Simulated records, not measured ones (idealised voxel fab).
process module | voxel self aligned vias
cross-section cut | 220 nm wide | cells 5 nm
A cross-section is a grid of square cells, given in bands from the top down. A band is one or more rows of cells.
Each band's line starts with the height of the band's top and of its bottom, in nm. Then come its materials from left to right, each with its width in nm. One material with "throughout" fills the band from edge to edge. "air" is empty space.
Height 0 is the level under which the wafer as received is all one material. The lowest band goes on downwards, as in "0 down".
A width such as "30 to 40" changes by the same amount from each row of cells to the next, from the band's top row to its bottom row.
"no change" after a step means that no cell of the cross-section changed.
closed voids: empty space of 8 cells or more with no open way to the top, each as width x height at its distance from the left edge, in nm
after a step's settings: what the simulator itself notes on the step
overlay nm, on a step with a mask: how far to the right of its planned place the mask lay; to the left if negative
plan
1 op RECEIVE | material Si
2 op CONFORMAL_DEP | material SiO2 | thk nm 10
3 op CONFORMAL_DEP | material SiCN | thk nm 5
4 op DIRECTIONAL_DEP | material lowk | thk nm 25
5 op MASKED_ETCH | tone open | mask id LINES | width nm 20 | pitch nm 60 | etch materials lowk | depth nm 25 | overlay nm 0
6 op CONFORMAL_DEP | material TiN | thk nm 5
7 op FILL_DEP | material W | thk nm 5
8 op CMP | height nm 40
9 op SELECTIVE_ETCH | etch materials W Ru TiN | depth nm 5
10 op FILL_DEP | material SiN | thk nm 10
11 op CMP | height nm 40
12 op DIRECTIONAL_DEP | material lowk | thk nm 20
13 op MASKED_ETCH | tone open | mask id VIAS | width nm 40 | pitch nm 60 | etch materials lowk | depth nm 20 | overlay nm 0
14 op MASKED_ETCH | tone open | mask id VIAS | width nm 40 | pitch nm 60 | etch materials SiN | depth nm 5 | overlay nm 0
15 op CONFORMAL_DEP | material TiN | thk nm 5
16 op FILL_DEP | material W | thk nm 5
17 op CMP | height nm 60
18 op CONFORMAL_DEP | material SiN | thk nm 5
first wafer, as planned
as received, after step 1
  0 down: Si throughout
  closed voids: none
after step 2
  10 to 0: SiO2 throughout
  below 0: unchanged
after step 3
  15 to 10: SiCN throughout
  below 10: unchanged
after step 4
  40 to 15: lowk throughout
  below 15: unchanged
after step 5
  40 to 15: lowk 70 | air 20 | lowk 40 | air 20 | lowk 70
  below 15: unchanged
after step 6
  45 to 40: TiN 75 | air 10 | TiN 50 | air 10 | TiN 75
  40 to 20: lowk 70 | TiN 5 | air 10 | TiN 5 | lowk 40 | TiN 5 | air 10 | TiN 5 | lowk 70
  20 to 15: lowk 70 | TiN 20 | lowk 40 | TiN 20 | lowk 70
  below 15: unchanged
after step 7
  50 to 45: W throughout
  45 to 40: TiN 75 | W 10 | TiN 50 | W 10 | TiN 75
  40 to 20: lowk 70 | TiN 5 | W 10 | TiN 5 | lowk 40 | TiN 5 | W 10 | TiN 5 | lowk 70
  below 20: unchanged
after step 8
  40 to 20: lowk 70 | TiN 5 | W 10 | TiN 5 | lowk 40 | TiN 5 | W 10 | TiN 5 | lowk 70
  below 20: unchanged
after step 9
  40 to 35: lowk 70 | air 20 | lowk 40 | air 20 | lowk 70
  below 35: unchanged
after step 10
  50 to 40: SiN throughout
  40 to 35: lowk 70 | SiN 20 | lowk 40 | SiN 20 | lowk 70
  below 35: unchanged
after step 11
  40 to 35: lowk 70 | SiN 20 | lowk 40 | SiN 20 | lowk 70
  below 35: unchanged
after step 12
  60 to 40: lowk throughout
  below 40: unchanged
after step 13
  60 to 40: lowk 60 | air 40 | lowk 20 | air 40 | lowk 60
  below 40: unchanged
after step 14
  60 to 40: lowk 60 | air 40 | lowk 20 | air 40 | lowk 60
  40 to 35: lowk 70 | air 20 | lowk 40 | air 20 | lowk 70
  below 35: unchanged
after step 15
  65 to 60: TiN 65 | air 30 | TiN 30 | air 30 | TiN 65
  60 to 45: lowk 60 | TiN 5 | air 30 | TiN 5 | lowk 20 | TiN 5 | air 30 | TiN 5 | lowk 60
  45 to 40: lowk 60 | TiN 15 | air 10 | TiN 15 | lowk 20 | TiN 15 | air 10 | TiN 15 | lowk 60
  40 to 35: lowk 70 | TiN 20 | lowk 40 | TiN 20 | lowk 70
  below 35: unchanged
after step 16
  70 to 65: W throughout
  65 to 60: TiN 65 | W 30 | TiN 30 | W 30 | TiN 65
  60 to 45: lowk 60 | TiN 5 | W 30 | TiN 5 | lowk 20 | TiN 5 | W 30 | TiN 5 | lowk 60
  45 to 40: lowk 60 | TiN 15 | W 10 | TiN 15 | lowk 20 | TiN 15 | W 10 | TiN 15 | lowk 60
  below 40: unchanged
after step 17
  60 to 45: lowk 60 | TiN 5 | W 30 | TiN 5 | lowk 20 | TiN 5 | W 30 | TiN 5 | lowk 60
  below 45: unchanged
after step 18
  65 to 60: SiN throughout
  below 60: unchanged
second wafer: like start, like plan, one mistake. Through step 1 it matches the first wafer
when step 2 should have ended: no change
when step 3 should have ended
  5 to 0: SiCN throughout
  below 0: unchanged
when step 4 should have ended
  30 to 5: lowk throughout
  below 5: unchanged
when step 5 should have ended
  30 to 5: lowk 70 | air 20 | lowk 40 | air 20 | lowk 70
  below 5: unchanged
when step 6 should have ended
  35 to 30: TiN 75 | air 10 | TiN 50 | air 10 | TiN 75
  30 to 10: lowk 70 | TiN 5 | air 10 | TiN 5 | lowk 40 | TiN 5 | air 10 | TiN 5 | lowk 70
  10 to 5: lowk 70 | TiN 20 | lowk 40 | TiN 20 | lowk 70
  below 5: unchanged
when step 7 should have ended
  40 to 35: W throughout
  35 to 30: TiN 75 | W 10 | TiN 50 | W 10 | TiN 75
  30 to 10: lowk 70 | TiN 5 | W 10 | TiN 5 | lowk 40 | TiN 5 | W 10 | TiN 5 | lowk 70
  below 10: unchanged
when step 8 should have ended: no change
when step 9 should have ended
  35 to 30: TiN 75 | W 10 | TiN 50 | W 10 | TiN 75
  below 30: unchanged
when step 10 should have ended
  45 to 35: SiN throughout
  below 35: unchanged
when step 11 should have ended
  40 to 35: SiN throughout
  below 35: unchanged
when step 12 should have ended
  60 to 40: lowk throughout
  below 40: unchanged
when step 13 should have ended
  60 to 40: lowk 60 | air 40 | lowk 20 | air 40 | lowk 60
  below 40: unchanged
when step 14 should have ended
  60 to 40: lowk 60 | air 40 | lowk 20 | air 40 | lowk 60
  40 to 35: SiN 60 | air 40 | SiN 20 | air 40 | SiN 60
  below 35: unchanged
when step 15 should have ended
  65 to 60: TiN 65 | air 30 | TiN 30 | air 30 | TiN 65
  60 to 40: lowk 60 | TiN 5 | air 30 | TiN 5 | lowk 20 | TiN 5 | air 30 | TiN 5 | lowk 60
  40 to 35: SiN 60 | TiN 40 | SiN 20 | TiN 40 | SiN 60
  below 35: unchanged
when step 16 should have ended
  70 to 65: W throughout
  65 to 60: TiN 65 | W 30 | TiN 30 | W 30 | TiN 65
  60 to 40: lowk 60 | TiN 5 | W 30 | TiN 5 | lowk 20 | TiN 5 | W 30 | TiN 5 | lowk 60
  below 40: unchanged
when step 17 should have ended
  60 to 40: lowk 60 | TiN 5 | W 30 | TiN 5 | lowk 20 | TiN 5 | W 30 | TiN 5 | lowk 60
  below 40: unchanged
when step 18 should have ended
  65 to 60: SiN throughout
  below 60: unchanged
what went wrong: step 2 was left out
at the end the second wafer has, in cells: 28 more of SiN | 88 fewer of SiO2 | 44 more of TiN | 16 more of W
